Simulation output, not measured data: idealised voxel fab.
The process module presented herein is designated voxel released beams.
Each square cell in cross-section cut measures 5 nm, and the section as a whole is 225 nm wide.
We lay out every cross-section as a grid of square cells and spell it out in bands from the top down, where one band means one or more rows of cells. Band entry format. Leading values: height of top, height of bottom, nm. Remainder: materials in left-to-right order, each with its width in nm. Special words: "all across" on a single material, which then fills the band edge to edge; "blank", empty space. Basically, 0 is our baseline, since under it the wafer straight out of the box is all one material. The bottom band has no lower end and keeps on going down, so it looks like "z 0 and below". Think of "30->40" as a width that walks from the first number to the second as you go down the band, top row to bottom row, taking equal-sized steps from row to row. Key: "same as before" - step with no changed cell in the cross-section. So "Closed voids list" is basically the list of trapped voids: any empty space of 8 cells or more that can't reach the top through an opening. They're written width x height at distance, the distance being from the left edge, and it's all nm. Formally, on a step line, whatever follows the settings is a remark that the simulator itself makes on the step. overlay nm, on a step with a mask: how far to the right of its planned place the mask lay; to the left if negative.
THESE ARE THE STEPS WE PLANNED FOR THE PROCESS
1) RECEIVE with material Si
2) CONFORMAL_DEP with material Al2O3, thk nm 10
3) DIRECTIONAL_DEP with material SiO2, thk nm 15
4) MASKED_ETCH with tone open, mask id ANCHOR, width nm 45, etch materials SiO2, depth nm 15, overlay nm 0
5) CONFORMAL_DEP with material polySi, thk nm 15
6) MASKED_ETCH with tone cover, mask id BEAM, width nm 100, etch materials polySi, depth nm 15, overlay nm 0
7) STRIP with etch materials SiO2
AS RECEIVED (POST STEP 1): CROSS-SECTION
	z 0 and below = Si all across
	Closed voids list: none
CROSS-SECTION TAKEN AT MODULE COMPLETION ON THE FIRST OF TWO WAFERS; PROCESSED PER THE PLAN
	z 40 to 25 = blank 60, polySi 20, blank 15, polySi 65, blank 65
	z 25 to 10 = blank 65, polySi 45, blank 115
	z 10 to 0 = Al2O3 all across
	z 0 and below = Si all across
	Closed voids list: none
HERE'S THE SECOND OF OUR TWO WAFERS SECTIONED AT MODULE END. SAME START AS THE FIRST, SAME PLAN, BUT ONE MISTAKE GOT MADE RUNNING IT
	z 40 to 25 = blank 60, polySi 65, blank 100
	z 25 to 10 = blank 50, polySi 15, SiO2 45, polySi 50, blank 65
	z 10 to 0 = Al2O3 all across
	z 0 and below = Si all across
	Closed voids list: none
Diagnosis: step 4 ran as: MASKED_ETCH with tone cover, mask id ANCHOR, width nm 45, etch materials SiO2, depth nm 15, overlay nm 0
Cell-count delta at end, second wafer over first, by material: 27 more of SiO2
